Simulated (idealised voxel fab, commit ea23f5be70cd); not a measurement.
process module | voxel self aligned contacts
cross-section cut | 165 nm wide | cells 5 nm
A cross-section is a grid of square cells, given in bands from the top down. A band is one or more rows of cells.
Each band's line starts with the height of the band's top and of its bottom, in nm. Then come its materials from left to right, each with its width in nm. One material with "throughout" fills the band from edge to edge. "air" is empty space.
Height 0 is the level under which the wafer as received is all one material. The lowest band goes on downwards, as in "0 down".
A width such as "30 to 40" changes by the same amount from each row of cells to the next, from the band's top row to its bottom row.
"no change" after a step means that no cell of the cross-section changed.
closed voids: empty space of 8 cells or more with no open way to the top, each as width x height at its distance from the left edge, in nm
after a step's settings: what the simulator itself notes on the step
overlay nm, on a step with a mask: how far to the right of its planned place the mask lay; to the left if negative
plan
1 op RECEIVE | material Si
2 op CONFORMAL_DEP | material SiO2 | thk nm 5
3 op DIRECTIONAL_DEP | material polySi | thk nm 30
4 op DIRECTIONAL_DEP | material SiN | thk nm 15
5 op MASKED_ETCH | tone cover | mask id GATE | width nm 35 | pitch nm 70 | etch materials SiN | depth nm 15 | overlay nm 0
6 op MASKED_ETCH | tone cover | mask id GATE | width nm 35 | pitch nm 70 | etch materials polySi | depth nm 30 | overlay nm 0
7 op CONFORMAL_DEP | material SiN | thk nm 5
8 op DIRECTIONAL_ETCH | etch materials SiN | depth nm 5
9 op FILL_DEP | material SiO2 | thk nm 15
10 op CMP | height nm 45
11 op MASKED_ETCH | tone open | mask id CONTACT | width nm 45 | etch materials SiO2 | depth nm 55 | overlay nm 0
12 op CONFORMAL_DEP | material TiN | thk nm 5
13 op FILL_DEP | material Ru | thk nm 10
14 op CMP | height nm 55
15 op CONFORMAL_DEP | material SiCN | thk nm 5
varied across the wafers: height nm of step 10. The plan shows the first wafer's value. All wafers start alike
first wafer as received, after step 1
  0 down: Si throughout
  closed voids: none
each wafer at the end: cells of each material gained (+) or lost (-) since it was received, then its closed voids
height nm 45 | +60 Ru | +33 SiCN | +60 SiN | +108 SiO2 | +51 TiN | +84 polySi | closed voids: none
height nm 50 | +30 Ru | +33 SiCN | +78 SiN | +118 SiO2 | +53 TiN | +84 polySi | closed voids: none
height nm 55 | +30 Ru | +33 SiCN | +78 SiN | +142 SiO2 | +29 TiN | +84 polySi | closed voids: none
height nm 60 | +27 Ru | +33 SiCN | +78 SiN | +147 SiO2 | +27 TiN | +84 polySi | closed voids: none
height nm 65 | +24 Ru | +33 SiCN | +78 SiN | +152 SiO2 | +25 TiN | +84 polySi | closed voids: none
